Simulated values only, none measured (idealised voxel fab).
Herein follows the process module entitled voxel trench capacitor.
Each square cell in cross-section cut measures 5 nm, and the section as a whole is 245 nm wide.
Cross-section spec: square-cell grid; bands listed top down; each band is one or more rows.
For a band, the entry starts with two heights in nm, that of the top and then that of the bottom, and carries on with the band's materials in order from left to right, each alongside its width in nm; the word "full width" beside a single material means it fills the band edge to edge, and "empty" means empty space.
Heights are expressed relative to 0, this being the level below which the as-received wafer comprises one material exclusively. The lowest band is unbounded in the downward direction and is denoted as in "0 -> down".
Note: "30 to 40" means the width goes from the first number (top row of the band) to the second number (bottom row) in equal steps per row of cells.
"remained the same" for a step: no cell of the cross-section changed in that step.
"Closed internal voids" - sealed voids, min. 8 cells, no opening to top; format: width x height at distance (distance from left edge; nm throughout).
If you see something after the settings on a step's line, that's the simulator's own remark about that step.
overlay nm: mask right of planned place by this much (step with mask). Neg. = left.

INTENDED PROCESS STEPS
1,op RECEIVE | material Si
2,op CONFORMAL_DEP | material SiN | thk nm 10
3,op DIRECTIONAL_DEP | material aC | thk nm 10
4,op PATTERN | tone open | mask id TRENCH | material resist | width nm 15 | pitch nm 40 | thk nm 30 | overlay nm 0
5,op DIRECTIONAL_ETCH | etch materials aC | depth nm 10
6,op STRIP | etch materials resist
7,op DIRECTIONAL_ETCH | etch materials SiN | depth nm 10
8,op DIRECTIONAL_ETCH | etch materials Si | depth nm 35
9,op STRIP | etch materials aC
10,op CONFORMAL_DEP | material Al2O3 | thk nm 5
11,op FILL_DEP | material polySi | thk nm 10
12,op CMP | height nm 10

INCOMING WAFER IN CROSS-SECTION (STATE: AFTER STEP 1)
    0 -> down  Si full width
    Closed internal voids: none

END STATE OF THE MODULE IN CROSS-SECTION, GIVEN THE ABOVE STARTING POINT AND PLAN AND ONE MISTAKE IN EXECUTION
    10 -> 0  SiN 70 nm, then Al2O3 5 nm, then polySi 15 nm, then Al2O3 5 nm, then SiN 15 nm, then Al2O3 5 nm, then polySi 15 nm, then Al2O3 5 nm, then SiN 15 nm, then Al2O3 5 nm, then polySi 15 nm, then Al2O3 5 nm, then SiN 70 nm
    0 -> -30  Si 70 nm, then Al2O3 5 nm, then polySi 15 nm, then Al2O3 5 nm, then Si 15 nm, then Al2O3 5 nm, then polySi 15 nm, then Al2O3 5 nm, then Si 15 nm, then Al2O3 5 nm, then polySi 15 nm, then Al2O3 5 nm, then Si 70 nm
    -30 -> -35  Si 70 nm, then Al2O3 25 nm, then Si 15 nm, then Al2O3 25 nm, then Si 15 nm, then Al2O3 25 nm, then Si 70 nm
    -35 -> down  Si full width
    Closed internal voids: none
Finding, execution versus plan: it should be noted that step 4 was executed with settings other than those planned, the operation and settings actually applied being op PATTERN | tone open | mask id TRENCH | material resist | width nm 25 | pitch nm 40 | thk nm 30 | overlay nm 0
